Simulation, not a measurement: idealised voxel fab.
Proc. module: voxel wiring stack
The cross-section shown here is cut; it is 240 nm wide and divided into square cells measuring 5 nm on a side.
Each cross-section below is a grid of square cells, stated as bands in top-down order, with one or more rows of cells making up each band. Heads up on the band format: heights come first, top then bottom, in nm. After that it's the materials left to right, each with its width in nm. A single material flagged "full width" fills the whole band edge to edge, and "empty" means there's empty space there. Measure heights from 0. That's the level where, below it, the as-received wafer is all one material. The lowest band is bottomless and extends downward; write it as in "from 0 down". The expression "30..40" gives the width at the extremes of the band, the first number at its top row of cells and the second at its bottom row, with the width changing by equal amounts from each row to the next in between. Given "no alterations made" for a step, no cell of the cross-section differs between before and after that step. This entry, "Closed void entries", enumerates those empty regions of no fewer than 8 cells that possess no open connection to the top. Each region is reported in the form width x height at distance, the distance being taken from the left edge, with all three quantities expressed in nm. It should be noted that, on the line of a given step, the content following the step's settings is a remark produced by the simulator itself with respect to that step. The line of a step may include "overlay nm". On a step with a mask, this value is how far to the right of its planned place the mask lay. A negative value means the mask lay to the left.
Below is the list of planned process steps:
1) RECEIVE, material Si
2) CONFORMAL_DEP, material SiO2, thk nm 10
3) DIRECTIONAL_DEP, material TiN, thk nm 5
4) DIRECTIONAL_DEP, material W, thk nm 25
5) MASKED_ETCH, tone cover, mask id METAL_1, width nm 20, pitch nm 40, etch materials W, depth nm 25, overlay nm 0
6) MASKED_ETCH, tone cover, mask id METAL_1, width nm 20, pitch nm 40, etch materials TiN, depth nm 5, overlay nm 0
7) FILL_DEP, material lowk, thk nm 5
8) CMP, height nm 40
9) CONFORMAL_DEP, material SiCN, thk nm 5
10) DIRECTIONAL_DEP, material lowk, thk nm 10
11) MASKED_ETCH, tone open, mask id PLUG_1, width nm 15, pitch nm 40, etch materials lowk, depth nm 10, overlay nm 0
12) MASKED_ETCH, tone open, mask id PLUG_1, width nm 15, pitch nm 40, etch materials SiCN, depth nm 5, overlay nm -15
13) EPI, material Ru, thk nm 10
14) EPI, material Ru, thk nm 5
15) CONFORMAL_DEP, material SiCN, thk nm 5
16) DIRECTIONAL_DEP, material lowk, thk nm 15
17) PATTERN, tone open, mask id METAL_2, material resist, width nm 20, pitch nm 40, thk nm 15, overlay nm 0
18) DIRECTIONAL_ETCH, etch materials lowk, depth nm 15
19) DIRECTIONAL_ETCH, etch materials SiCN, depth nm 5
20) STRIP, etch materials resist
21) CONFORMAL_DEP, material TiN, thk nm 5
22) FILL_DEP, material Cu, thk nm 10
23) CMP, height nm 75
24) EPI, material Ru, thk nm 5
25) FILL_DEP, material SiCN, thk nm 5
26) DIRECTIONAL_DEP, material lowk, thk nm 20
27) MASKED_ETCH, tone open, mask id PLUG_2, width nm 15, pitch nm 80, etch materials lowk, depth nm 20, overlay nm 0
28) MASKED_ETCH, tone open, mask id PLUG_2, width nm 15, pitch nm 80, etch materials SiCN, depth nm 5, overlay nm 0
29) EPI, material Ru, thk nm 10
30) EPI, material Ru, thk nm 10
31) EPI, material Ru, thk nm 5
32) CONFORMAL_DEP, material SiCN, thk nm 5
33) DIRECTIONAL_DEP, material lowk, thk nm 25
34) PATTERN, tone open, mask id METAL_3, material resist, width nm 20, pitch nm 40, thk nm 20, overlay nm 0
35) DIRECTIONAL_ETCH, etch materials lowk, depth nm 25
36) DIRECTIONAL_ETCH, etch materials SiCN, depth nm 5
37) STRIP, etch materials resist
38) CONFORMAL_DEP, material TiN, thk nm 5
39) FILL_DEP, material Ru, thk nm 10
40) CMP, height nm 135
41) CONFORMAL_DEP, material SiCN, thk nm 5
The plan shows the overlay nm of step 12 as the first wafer had it; this setting differs between the wafers, which start out alike.
Sectional view: first of several wafers, as received, after step 1:
- from 0 down: Si full width
- Closed void entries: none
Per wafer (row), end of module: delta in cells per material since receipt, (+) for gained, (-) for lost; closed voids after that:
overlay nm -15, +24 Cu, +94 Ru, +242 SiCN, +96 SiO2, +120 TiN, +80 W, +688 lowk, Closed void entries: none
overlay nm -10, +24 Cu, +122 Ru, +222 SiCN, +96 SiO2, +112 TiN, +80 W, +688 lowk, Closed void entries: none
overlay nm -5, +24 Cu, +126 Ru, +218 SiCN, +96 SiO2, +112 TiN, +80 W, +688 lowk, Closed void entries: none
overlay nm 0, +24 Cu, +130 Ru, +214 SiCN, +96 SiO2, +112 TiN, +80 W, +688 lowk, Closed void entries: none
overlay nm 5, +24 Cu, +126 Ru, +218 SiCN, +96 SiO2, +112 TiN, +80 W, +688 lowk, Closed void entries: none
overlay nm 10, +24 Cu, +122 Ru, +222 SiCN, +96 SiO2, +112 TiN, +80 W, +688 lowk, Closed void entries: none
overlay nm 15, +24 Cu, +94 Ru, +242 SiCN, +96 SiO2, +120 TiN, +80 W, +688 lowk, Closed void entries: none
